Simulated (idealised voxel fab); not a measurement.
process module | voxel spacer lines
cross-section cut | 300 nm wide | cells 5 nm
A cross-section is a grid of square cells, given in bands from the top down. A band is one or more rows of cells.
Each band's line starts with the height of the band's top and of its bottom, in nm. Then come its materials from left to right, each with its width in nm. One material with "throughout" fills the band from edge to edge. "air" is empty space.
Height 0 is the level under which the wafer as received is all one material. The lowest band goes on downwards, as in "0 down".
A width such as "30 to 40" changes by the same amount from each row of cells to the next, from the band's top row to its bottom row.
"no change" after a step means that no cell of the cross-section changed.
closed voids: empty space of 8 cells or more with no open way to the top, each as width x height at its distance from the left edge, in nm
after a step's settings: what the simulator itself notes on the step
overlay nm, on a step with a mask: how far to the right of its planned place the mask lay; to the left if negative
plan
1 op RECEIVE | material Si
2 op CONFORMAL_DEP | material SiO2 | thk nm 10
3 op DIRECTIONAL_DEP | material polySi | thk nm 15
4 op DIRECTIONAL_DEP | material aC | thk nm 25
5 op PATTERN | tone cover | mask id MANDREL | material resist | width nm 15 | pitch nm 50 | thk nm 30 | overlay nm 0
6 op DIRECTIONAL_ETCH | etch materials aC | depth nm 25
7 op STRIP | etch materials resist
8 op CONFORMAL_DEP | material SiN | thk nm 10
9 op DIRECTIONAL_ETCH | etch materials SiN | depth nm 10
10 op STRIP | etch materials aC
11 op DIRECTIONAL_ETCH | etch materials polySi | depth nm 15
12 op STRIP | etch materials SiN
13 op FILL_DEP | material lowk | thk nm 5
14 op CMP | height nm 25
first wafer, as planned
as received, after step 1
  0 down: Si throughout
  closed voids: none
after step 2
  10 to 0: SiO2 throughout
  below 0: unchanged
after step 3
  25 to 10: polySi throughout
  below 10: unchanged
after step 4
  50 to 25: aC throughout
  below 25: unchanged
after step 5
  80 to 50: air 115 | resist 15 | air 35 | resist 15 | air 120
  below 50: unchanged
after step 6
  55 to 50: air 115 | resist 15 | air 35 | resist 15 | air 120
  50 to 25: air 115 | aC 15 | air 35 | aC 15 | air 120
  below 25: unchanged
after step 7
  50 to 25: air 115 | aC 15 | air 35 | aC 15 | air 120
  below 25: unchanged
after step 8
  60 to 50: air 105 | SiN 35 | air 15 | SiN 35 | air 110
  50 to 35: air 105 | SiN 10 | aC 15 | SiN 10 | air 15 | SiN 10 | aC 15 | SiN 10 | air 110
  35 to 25: SiN 115 | aC 15 | SiN 35 | aC 15 | SiN 120
  below 25: unchanged
after step 9
  50 to 25: air 105 | SiN 10 | aC 15 | SiN 10 | air 15 | SiN 10 | aC 15 | SiN 10 | air 110
  below 25: unchanged
after step 10
  50 to 25: air 105 | SiN 10 | air 15 | SiN 10 | air 15 | SiN 10 | air 15 | SiN 10 | air 110
  below 25: unchanged
after step 11
  50 to 25: air 105 | SiN 10 | air 15 | SiN 10 | air 15 | SiN 10 | air 15 | SiN 10 | air 110
  25 to 10: air 105 | polySi 10 | air 15 | polySi 10 | air 15 | polySi 10 | air 15 | polySi 10 | air 110
  below 10: unchanged
after step 12
  25 to 10: air 105 | polySi 10 | air 15 | polySi 10 | air 15 | polySi 10 | air 15 | polySi 10 | air 110
  below 10: unchanged
after step 13
  30 to 25: lowk throughout
  25 to 10: lowk 105 | polySi 10 | lowk 15 | polySi 10 | lowk 15 | polySi 10 | lowk 15 | polySi 10 | lowk 110
  below 10: unchanged
after step 14
  25 to 10: lowk 105 | polySi 10 | lowk 15 | polySi 10 | lowk 15 | polySi 10 | lowk 15 | polySi 10 | lowk 110
  below 10: unchanged
second wafer: like start, like plan, one mistake. Through step 11 it matches the first wafer
when step 12 should have ended: no change
when step 13 should have ended
  55 to 50: lowk throughout
  50 to 25: lowk 105 | SiN 10 | lowk 15 | SiN 10 | lowk 15 | SiN 10 | lowk 15 | SiN 10 | lowk 110
  25 to 10: lowk 105 | polySi 10 | lowk 15 | polySi 10 | lowk 15 | polySi 10 | lowk 15 | polySi 10 | lowk 110
  below 10: unchanged
when step 14 should have ended
  25 to 10: lowk 105 | polySi 10 | lowk 15 | polySi 10 | lowk 15 | polySi 10 | lowk 15 | polySi 10 | lowk 110
  below 10: unchanged
what went wrong: step 12 was left out
at the end the two cross-sections are the same: no effect in what this model computes
